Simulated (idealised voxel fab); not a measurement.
This is a process module. Its name is voxel self aligned vias.
Pictured: cross-section cut, 250 nm wide, on a grid of 5 nm square cells.
A cross-section in this document is a grid of square cells, and it is written down as bands, the top band listed before the ones below it; a band is made up of one or more rows of cells. Band entry format. Leading values: height of top, height of bottom, nm. Remainder: materials in left-to-right order, each with its width in nm. Special words: "edge to edge" on a single material, which then fills the band edge to edge; "empty", empty space. For the purposes of this specification, 0 denotes the height below which the wafer in its as-received condition is composed wholly of one material, and the lowermost band, lacking a lower limit, extends downward without end, as expressed in "0 -> down". Note: "30->40" means the width goes from the first number (top row of the band) to the second number (bottom row) in equal steps per row of cells. The cross-section has no changed cell in any step marked "remained the same". So "Enclosed void inventory" is basically the list of trapped voids: any empty space of 8 cells or more that can't reach the top through an opening. They're written width x height at distance, the distance being from the left edge, and it's all nm. On a step's line, text after the settings is the simulator commenting on that step. "overlay nm" denotes, for a step that has a mask, the displacement of the mask to the right of its planned place, with negative values corresponding to the left.

**The steps planned for the process are as follows**
1 RECEIVE: material Si
2 CONFORMAL_DEP: material SiO2, thk nm 15
3 CONFORMAL_DEP: material SiCN, thk nm 5
4 DIRECTIONAL_DEP: material SiO2, thk nm 30
5 PATTERN: tone open, mask id LINES, material resist, width nm 30, pitch nm 65, thk nm 15, overlay nm 0
6 DIRECTIONAL_ETCH: etch materials SiO2, depth nm 30
7 STRIP: etch materials resist
8 CONFORMAL_DEP: material TiN, thk nm 5
9 FILL_DEP: material Ru, thk nm 5
10 CMP: height nm 50
11 SELECTIVE_ETCH: etch materials W Ru TiN, depth nm 5
12 FILL_DEP: material SiN, thk nm 10
13 CMP: height nm 50
14 DIRECTIONAL_DEP: material SiO2, thk nm 15
15 MASKED_ETCH: tone open, mask id VIAS, width nm 50, pitch nm 65, etch materials SiO2, depth nm 15, overlay nm 0
16 MASKED_ETCH: tone open, mask id VIAS, width nm 50, pitch nm 65, etch materials SiN, depth nm 5, overlay nm 0
17 CONFORMAL_DEP: material TiN, thk nm 5
18 FILL_DEP: material W, thk nm 10
19 CMP: height nm 65
20 CONFORMAL_DEP: material SiN, thk nm 5

**First wafer out of two, processed as planned**

**This is the cross-section of the wafer as we received it, i.e. after step 1**
0 -> down  Si edge to edge
Enclosed void inventory: none

**So this is the wafer cross-section right after step 2**
15 -> 0  SiO2 edge to edge
Below 0, the layers are the same as they were.

**So this is the wafer cross-section right after step 3**
20 -> 15  SiCN edge to edge
Below 15, the layers are the same as they were.

**So this is the wafer cross-section right after step 4**
50 -> 20  SiO2 edge to edge
Below 20, the layers are the same as they were.

**So this is the wafer cross-section right after step 5**
65 -> 50  75 nm resist, 30 nm empty, 35 nm resist, 30 nm empty, 80 nm resist
Below 50, the layers are the same as they were.

**So this is the wafer cross-section right after step 6**
65 -> 50  75 nm resist, 30 nm empty, 35 nm resist, 30 nm empty, 80 nm resist
50 -> 20  75 nm SiO2, 30 nm empty, 35 nm SiO2, 30 nm empty, 80 nm SiO2
Below 20, the layers are the same as they were.

**So this is the wafer cross-section right after step 7**
50 -> 20  75 nm SiO2, 30 nm empty, 35 nm SiO2, 30 nm empty, 80 nm SiO2
Below 20, the layers are the same as they were.

**So this is the wafer cross-section right after step 8**
55 -> 50  80 nm TiN, 20 nm empty, 45 nm TiN, 20 nm empty, 85 nm TiN
50 -> 25  75 nm SiO2, 5 nm TiN, 20 nm empty, 5 nm TiN, 35 nm SiO2, 5 nm TiN, 20 nm empty, 5 nm TiN, 80 nm SiO2
25 -> 20  75 nm SiO2, 30 nm TiN, 35 nm SiO2, 30 nm TiN, 80 nm SiO2
Below 20, the layers are the same as they were.

**So this is the wafer cross-section right after step 9**
60 -> 55  Ru edge to edge
55 -> 50  80 nm TiN, 20 nm Ru, 45 nm TiN, 20 nm Ru, 85 nm TiN
50 -> 25  75 nm SiO2, 5 nm TiN, 20 nm Ru, 5 nm TiN, 35 nm SiO2, 5 nm TiN, 20 nm Ru, 5 nm TiN, 80 nm SiO2
Below 25, the layers are the same as they were.

**So this is the wafer cross-section right after step 10**
50 -> 25  75 nm SiO2, 5 nm TiN, 20 nm Ru, 5 nm TiN, 35 nm SiO2, 5 nm TiN, 20 nm Ru, 5 nm TiN, 80 nm SiO2
Below 25, the layers are the same as they were.

**So this is the wafer cross-section right after step 11**
50 -> 45  75 nm SiO2, 30 nm empty, 35 nm SiO2, 30 nm empty, 80 nm SiO2
Below 45, the layers are the same as they were.

**So this is the wafer cross-section right after step 12**
60 -> 50  SiN edge to edge
50 -> 45  75 nm SiO2, 30 nm SiN, 35 nm SiO2, 30 nm SiN, 80 nm SiO2
Below 45, the layers are the same as they were.

**So this is the wafer cross-section right after step 13**
50 -> 45  75 nm SiO2, 30 nm SiN, 35 nm SiO2, 30 nm SiN, 80 nm SiO2
Below 45, the layers are the same as they were.

**So this is the wafer cross-section right after step 14**
65 -> 50  SiO2 edge to edge
Below 50, the layers are the same as they were.

**So this is the wafer cross-section right after step 15**
65 -> 50  65 nm SiO2, 50 nm empty, 15 nm SiO2, 50 nm empty, 70 nm SiO2
Below 50, the layers are the same as they were.

**So this is the wafer cross-section right after step 16**
65 -> 50  65 nm SiO2, 50 nm empty, 15 nm SiO2, 50 nm empty, 70 nm SiO2
50 -> 45  75 nm SiO2, 30 nm empty, 35 nm SiO2, 30 nm empty, 80 nm SiO2
Below 45, the layers are the same as they were.

**So this is the wafer cross-section right after step 17**
70 -> 65  70 nm TiN, 40 nm empty, 25 nm TiN, 40 nm empty, 75 nm TiN
65 -> 55  65 nm SiO2, 5 nm TiN, 40 nm empty, 5 nm TiN, 15 nm SiO2, 5 nm TiN, 40 nm empty, 5 nm TiN, 70 nm SiO2
55 -> 50  65 nm SiO2, 15 nm TiN, 20 nm empty, 15 nm TiN, 15 nm SiO2, 15 nm TiN, 20 nm empty, 15 nm TiN, 70 nm SiO2
50 -> 45  75 nm SiO2, 30 nm TiN, 35 nm SiO2, 30 nm TiN, 80 nm SiO2
Below 45, the layers are the same as they were.

**So this is the wafer cross-section right after step 18**
80 -> 70  W edge to edge
70 -> 65  70 nm TiN, 40 nm W, 25 nm TiN, 40 nm W, 75 nm TiN
65 -> 55  65 nm SiO2, 5 nm TiN, 40 nm W, 5 nm TiN, 15 nm SiO2, 5 nm TiN, 40 nm W, 5 nm TiN, 70 nm SiO2
55 -> 50  65 nm SiO2, 15 nm TiN, 20 nm W, 15 nm TiN, 15 nm SiO2, 15 nm TiN, 20 nm W, 15 nm TiN, 70 nm SiO2
Below 50, the layers are the same as they were.

**So this is the wafer cross-section right after step 19**
65 -> 55  65 nm SiO2, 5 nm TiN, 40 nm W, 5 nm TiN, 15 nm SiO2, 5 nm TiN, 40 nm W, 5 nm TiN, 70 nm SiO2
Below 55, the layers are the same as they were.

**So this is the wafer cross-section right after step 20**
70 -> 65  SiN edge to edge
Below 65, the layers are the same as they were.

**Now the other wafer: same start, same recipe, but we messed up one thing when running it. Up to and including step 4 it's the same as the first one**

**Second wafer, sectioned view, at step 5's planned end time**
65 -> 50  65 nm resist, 30 nm empty, 35 nm resist, 30 nm empty, 90 nm resist
Below 50, the layers are the same as they were.

**Second wafer, sectioned view, at step 6's planned end time**
65 -> 50  65 nm resist, 30 nm empty, 35 nm resist, 30 nm empty, 90 nm resist
50 -> 20  65 nm SiO2, 30 nm empty, 35 nm SiO2, 30 nm empty, 90 nm SiO2
Below 20, the layers are the same as they were.

**Second wafer, sectioned view, at step 7's planned end time**
50 -> 20  65 nm SiO2, 30 nm empty, 35 nm SiO2, 30 nm empty, 90 nm SiO2
Below 20, the layers are the same as they were.

**Second wafer, sectioned view, at step 8's planned end time**
55 -> 50  70 nm TiN, 20 nm empty, 45 nm TiN, 20 nm empty, 95 nm TiN
50 -> 25  65 nm SiO2, 5 nm TiN, 20 nm empty, 5 nm TiN, 35 nm SiO2, 5 nm TiN, 20 nm empty, 5 nm TiN, 90 nm SiO2
25 -> 20  65 nm SiO2, 30 nm TiN, 35 nm SiO2, 30 nm TiN, 90 nm SiO2
Below 20, the layers are the same as they were.

**Second wafer, sectioned view, at step 9's planned end time**
60 -> 55  Ru edge to edge
55 -> 50  70 nm TiN, 20 nm Ru, 45 nm TiN, 20 nm Ru, 95 nm TiN
50 -> 25  65 nm SiO2, 5 nm TiN, 20 nm Ru, 5 nm TiN, 35 nm SiO2, 5 nm TiN, 20 nm Ru, 5 nm TiN, 90 nm SiO2
Below 25, the layers are the same as they were.

**Second wafer, sectioned view, at step 10's planned end time**
50 -> 25  65 nm SiO2, 5 nm TiN, 20 nm Ru, 5 nm TiN, 35 nm SiO2, 5 nm TiN, 20 nm Ru, 5 nm TiN, 90 nm SiO2
Below 25, the layers are the same as they were.

**Second wafer, sectioned view, at step 11's planned end time**
50 -> 45  65 nm SiO2, 30 nm empty, 35 nm SiO2, 30 nm empty, 90 nm SiO2
Below 45, the layers are the same as they were.

**Second wafer, sectioned view, at step 12's planned end time**
60 -> 50  SiN edge to edge
50 -> 45  65 nm SiO2, 30 nm SiN, 35 nm SiO2, 30 nm SiN, 90 nm SiO2
Below 45, the layers are the same as they were.

**Second wafer, sectioned view, at step 13's planned end time**
50 -> 45  65 nm SiO2, 30 nm SiN, 35 nm SiO2, 30 nm SiN, 90 nm SiO2
Below 45, the layers are the same as they were.

**Second wafer, sectioned view, at step 14's planned end time**
65 -> 50  SiO2 edge to edge
Below 50, the layers are the same as they were.

**Second wafer, sectioned view, at step 15's planned end time**
65 -> 50  65 nm SiO2, 50 nm empty, 15 nm SiO2, 50 nm empty, 70 nm SiO2
Below 50, the layers are the same as they were.

**Second wafer, sectioned view, at step 16's planned end time**
65 -> 50  65 nm SiO2, 50 nm empty, 15 nm SiO2, 50 nm empty, 70 nm SiO2
50 -> 45  65 nm SiO2, 30 nm empty, 35 nm SiO2, 30 nm empty, 90 nm SiO2
Below 45, the layers are the same as they were.

**Second wafer, sectioned view, at step 17's planned end time**
70 -> 65  70 nm TiN, 40 nm empty, 25 nm TiN, 40 nm empty, 75 nm TiN
65 -> 55  65 nm SiO2, 5 nm TiN, 40 nm empty, 5 nm TiN, 15 nm SiO2, 5 nm TiN, 40 nm empty, 5 nm TiN, 70 nm SiO2
55 -> 50  65 nm SiO2, 5 nm TiN, 20 nm empty, 25 nm TiN, 15 nm SiO2, 5 nm TiN, 20 nm empty, 25 nm TiN, 70 nm SiO2
50 -> 45  65 nm SiO2, 30 nm TiN, 35 nm SiO2, 30 nm TiN, 90 nm SiO2
Below 45, the layers are the same as they were.

**Second wafer, sectioned view, at step 18's planned end time**
80 -> 70  W edge to edge
70 -> 65  70 nm TiN, 40 nm W, 25 nm TiN, 40 nm W, 75 nm TiN
65 -> 55  65 nm SiO2, 5 nm TiN, 40 nm W, 5 nm TiN, 15 nm SiO2, 5 nm TiN, 40 nm W, 5 nm TiN, 70 nm SiO2
55 -> 50  65 nm SiO2, 5 nm TiN, 20 nm W, 25 nm TiN, 15 nm SiO2, 5 nm TiN, 20 nm W, 25 nm TiN, 70 nm SiO2
Below 50, the layers are the same as they were.

**Second wafer, sectioned view, at step 19's planned end time**
65 -> 55  65 nm SiO2, 5 nm TiN, 40 nm W, 5 nm TiN, 15 nm SiO2, 5 nm TiN, 40 nm W, 5 nm TiN, 70 nm SiO2
Below 55, the layers are the same as they were.

**Second wafer, sectioned view, at step 20's planned end time**
70 -> 65  SiN edge to edge
Below 65, the layers are the same as they were.
Against the plan, the run slipped here: heads up, step 5 didn't go per plan, it actually ran as PATTERN: tone open, mask id LINES, material resist, width nm 30, pitch nm 65, thk nm 15, overlay nm -10
Comparing end states, the material composition by cell count is preserved from the first wafer to the second, while the locations of the cells are not.
